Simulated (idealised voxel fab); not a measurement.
process module | voxel air gaps
cross-section cut | 250 nm wide | cells 5 nm
A cross-section is a grid of square cells, given in bands from the top down. A band is one or more rows of cells.
Each band's line starts with the height of the band's top and of its bottom, in nm. Then come its materials from left to right, each with its width in nm. One material with "throughout" fills the band from edge to edge. "air" is empty space.
Height 0 is the level under which the wafer as received is all one material. The lowest band goes on downwards, as in "0 down".
A width such as "30 to 40" changes by the same amount from each row of cells to the next, from the band's top row to its bottom row.
"no change" after a step means that no cell of the cross-section changed.
closed voids: empty space of 8 cells or more with no open way to the top, each as width x height at its distance from the left edge, in nm
after a step's settings: what the simulator itself notes on the step
overlay nm, on a step with a mask: how far to the right of its planned place the mask lay; to the left if negative
plan
1 op RECEIVE | material Si
2 op CONFORMAL_DEP | material SiO2 | thk nm 15
3 op CONFORMAL_DEP | material SiN | thk nm 5
4 op DIRECTIONAL_DEP | material SiO2 | thk nm 40
5 op DIRECTIONAL_DEP | material aC | thk nm 15
6 op PATTERN | tone open | mask id LINES | material resist | width nm 15 | pitch nm 40 | thk nm 35 | overlay nm 0
7 op DIRECTIONAL_ETCH | etch materials aC | depth nm 15
8 op STRIP | etch materials resist
9 op DIRECTIONAL_ETCH | etch materials SiO2 | depth nm 40
10 op STRIP | etch materials aC
11 op CONFORMAL_DEP | material TiN | thk nm 5
12 op FILL_DEP | material Cu | thk nm 5
13 op CMP | height nm 60
14 op EPI | material Ru | thk nm 10
15 op SELECTIVE_ETCH | etch materials SiO2 | depth nm 50
16 op CONFORMAL_DEP | material SiCN | thk nm 5
as received, after step 1
  0 down: Si throughout
  closed voids: none
a wafer at the end: this start, this plan, one mistake
  75 to 70: air 55 | SiCN 135 | air 60
  70 to 60: air 55 | SiCN 5 | Ru 125 | SiCN 5 | air 60
  60 to 55: air 55 | SiCN 15 | TiN 5 | Cu 15 | TiN 5 | SiO2 15 | TiN 5 | Cu 15 | TiN 5 | SiO2 15 | TiN 5 | Cu 15 | TiN 5 | SiCN 15 | air 60
  55 to 25: air 65 | SiCN 5 | TiN 5 | Cu 15 | TiN 5 | SiO2 15 | TiN 5 | Cu 15 | TiN 5 | SiO2 15 | TiN 5 | Cu 15 | TiN 5 | SiCN 5 | air 70
  25 to 20: SiCN 70 | TiN 25 | SiO2 15 | TiN 25 | SiO2 15 | TiN 25 | SiCN 75
  20 to 15: SiN throughout
  15 to 0: SiO2 throughout
  0 down: Si throughout
  closed voids: none
what went wrong: step 6 ran as: op PATTERN | tone open | mask id LINES | material resist | width nm 25 | pitch nm 40 | thk nm 35 | overlay nm 0
